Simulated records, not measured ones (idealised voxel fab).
The document below concerns the process module designated voxel tone inversion.
290 nm wide, 5 nm square cells: that's cross-section cut.
Cross-section, as written here: a square-cell grid given band by band from the top down, where a band holds one or more rows of cells. Per band: top height and bottom height in nm, followed by the left-to-right materials and their widths in nm; "everywhere" marks a single material spanning edge to edge, "blank" marks empty space. Zero point of the height axis is 0; under it, received wafer = one material. Lowest band: continues down indefinitely, "from 0 down". Read "30 to 40" as a graded width: first number on top, second number at the bottom, same change between each pair of neighbouring rows. When a step is marked "nothing was modified", none of the cells in the cross-section changed during that step. So "Closed void roster" is basically the list of trapped voids: any empty space of 8 cells or more that can't reach the top through an opening. They're written width x height at distance, the distance being from the left edge, and it's all nm. That trailing text on a step's line, after the settings, is the simulator's own remark on the step. Steps that use a mask can have "overlay nm" on their line. It says how far the mask sat to the right of where it was meant to be. Negative means to the left.
So here's the lineup of process steps we planned
1) RECEIVE | material Si
2) CONFORMAL_DEP | material SiCN | thk nm 5
3) DIRECTIONAL_DEP | material polySi | thk nm 15
4) PATTERN | tone cover | mask id POSTS | material resist | width nm 20 | pitch nm 45 | thk nm 25 | overlay nm 0
5) DIRECTIONAL_ETCH | etch materials polySi | depth nm 15
6) STRIP | etch materials resist
7) FILL_DEP | material SiO2 | thk nm 10
8) CMP | height nm 20
9) STRIP | etch materials polySi
Incoming wafer, cross-sectional view, post step 1
> from 0 down  Si everywhere
> Closed void roster: none
Cross-section, end of module. Start: as above. Plan: as above. Execution: one mistake
> from 20 to 5  SiO2=105 | blank=20 | SiO2=25 | blank=20 | SiO2=120
> from 5 to 0  SiCN everywhere
> from 0 down  Si everywhere
> Closed void roster: none
Here's what went sideways: heads up, step 4 didn't go per plan, it actually ran as PATTERN | tone cover | mask id POSTS | material resist | width nm 20 | pitch nm 45 | thk nm 25 | overlay nm -5
